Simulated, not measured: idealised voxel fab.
process module | voxel spacer lines
cross-section cut | 295 nm wide | cells 5 nm
A cross-section is a grid of square cells, given in bands from the top down. A band is one or more rows of cells.
Each band's line starts with the height of the band's top and of its bottom, in nm. Then come its materials from left to right, each with its width in nm. One material with "throughout" fills the band from edge to edge. "air" is empty space.
Height 0 is the level under which the wafer as received is all one material. The lowest band goes on downwards, as in "0 down".
A width such as "30 to 40" changes by the same amount from each row of cells to the next, from the band's top row to its bottom row.
"no change" after a step means that no cell of the cross-section changed.
closed voids: empty space of 8 cells or more with no open way to the top, each as width x height at its distance from the left edge, in nm
after a step's settings: what the simulator itself notes on the step
overlay nm, on a step with a mask: how far to the right of its planned place the mask lay; to the left if negative
plan
1 op RECEIVE | material Si
2 op CONFORMAL_DEP | material SiO2 | thk nm 5
3 op DIRECTIONAL_DEP | material W | thk nm 15
4 op DIRECTIONAL_DEP | material polySi | thk nm 20
5 op PATTERN | tone cover | mask id MANDREL | material resist | width nm 15 | pitch nm 60 | thk nm 25 | overlay nm 0
6 op DIRECTIONAL_ETCH | etch materials polySi | depth nm 20
7 op STRIP | etch materials resist
8 op CONFORMAL_DEP | material SiN | thk nm 15
9 op DIRECTIONAL_ETCH | etch materials SiN | depth nm 5
10 op STRIP | etch materials polySi
11 op DIRECTIONAL_ETCH | etch materials W | depth nm 15
12 op STRIP | etch materials SiN
varied across the wafers: depth nm of step 9. The plan shows the first wafer's value. All wafers start alike
first wafer as received, after step 1
  0 down: Si throughout
  closed voids: none
each wafer at the end: cells of each material gained (+) or lost (-) since it was received, then its closed voids
depth nm 5 | +59 SiO2 | +177 W | +36 polySi | closed voids: none
depth nm 10 | +59 SiO2 | +177 W | +36 polySi | closed voids: none
depth nm 15 | +59 SiO2 | +54 W | closed voids: none
depth nm 20 | +59 SiO2 | +54 W | closed voids: none
depth nm 25 | +59 SiO2 | +54 W | closed voids: none
depth nm 30 | +59 SiO2 | +54 W | closed voids: none
